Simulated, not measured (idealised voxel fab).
Documented hereafter: the process module known as voxel self aligned contacts.
Each square cell in cross-section cut measures 5 nm, and the section as a whole is 215 nm wide.
In what follows, cross-sections appear as grids of square cells, described through bands that run from the top down, where every band is one or more rows of cells.
Band: top and bottom heights (nm) first, top before bottom; then materials from left to right, widths in nm. "edge to edge" marks a sole material filling the band edge to edge. "air" denotes empty space.
Counting heights begins at 0, where everything beneath is, in the wafer as received, one material. The lowest band has no bottom; it goes on downwards, as "0 -> down" shows.
Note: "30 to 40" means the width goes from the first number (top row of the band) to the second number (bottom row) in equal steps per row of cells.
"no change" means the step left every cell of the cross-section as it was.
Closed empty spaces (no open way to the top) of 8 cells or more are what "Unvented cavities" lists, each as width x height at distance from the left edge, nm for all three.
The remark found on a step's line after its settings is issued by the simulator itself and pertains to that step.
You can add "overlay nm" to a step's line. For a step with a mask, it describes how far the mask lay to the right of its planned position, and a negative number describes a lay to the left.
Process steps - plan:
1. RECEIVE with material Si
2. OXIDIZE with depth nm 5
3. DIRECTIONAL_DEP with material polySi, thk nm 20
4. DIRECTIONAL_DEP with material SiN, thk nm 20
5. PATTERN with tone cover, mask id GATE, material resist, width nm 25, pitch nm 60, thk nm 20, overlay nm 0
6. DIRECTIONAL_ETCH with etch materials SiN, depth nm 20
7. DIRECTIONAL_ETCH with etch materials polySi, depth nm 20
8. STRIP with etch materials resist
9. CONFORMAL_DEP with material SiN, thk nm 10
10. DIRECTIONAL_ETCH with etch materials SiN, depth nm 10
11. FILL_DEP with material SiO2, thk nm 15
12. CMP with height nm 45
13. DIRECTIONAL_DEP with material aC, thk nm 15
14. PATTERN with tone open, mask id CONTACT, material resist, width nm 45, pitch nm 60, thk nm 35, overlay nm 0
15. DIRECTIONAL_ETCH with etch materials aC, depth nm 15
16. STRIP with etch materials resist
17. DIRECTIONAL_ETCH with etch materials SiO2, depth nm 50
18. STRIP with etch materials aC
19. CONFORMAL_DEP with material TiN, thk nm 5
20. FILL_DEP with material W, thk nm 5
21. CMP with height nm 45
22. CONFORMAL_DEP with material SiN, thk nm 5
Cross-section of the wafer as it came to us, i.e., already through step 1:
  0 -> down: Si edge to edge
  Unvented cavities: none
The following cross-section depicts the wafer upon conclusion of the module. Processing commenced from the starting condition illustrated above and adhered to the plan illustrated above, save for one mistake in execution:
  50 -> 45: SiN edge to edge
  45 -> 40: SiO2=55  TiN=20  W=5  TiN=20  SiO2=15  TiN=20  W=5  TiN=20  SiO2=55
  40 -> 20: SiO2=25  SiN=45  TiN=5  W=5  TiN=5  SiN=45  TiN=5  W=5  TiN=5  SiN=45  SiO2=25
  20 -> 5: SiO2=25  SiN=10  polySi=25  SiN=10  TiN=5  W=5  TiN=5  SiN=10  polySi=25  SiN=10  TiN=5  W=5  TiN=5  SiN=10  polySi=25  SiN=10  SiO2=25
  5 -> 0: SiO2=25  SiN=10  polySi=25  SiN=10  TiN=15  SiN=10  polySi=25  SiN=10  TiN=15  SiN=10  polySi=25  SiN=10  SiO2=25
  0 -> down: Si edge to edge
  Unvented cavities: none
Heads up, the wafer didn't run the way we planned it: no execution of plan step 2; skipped
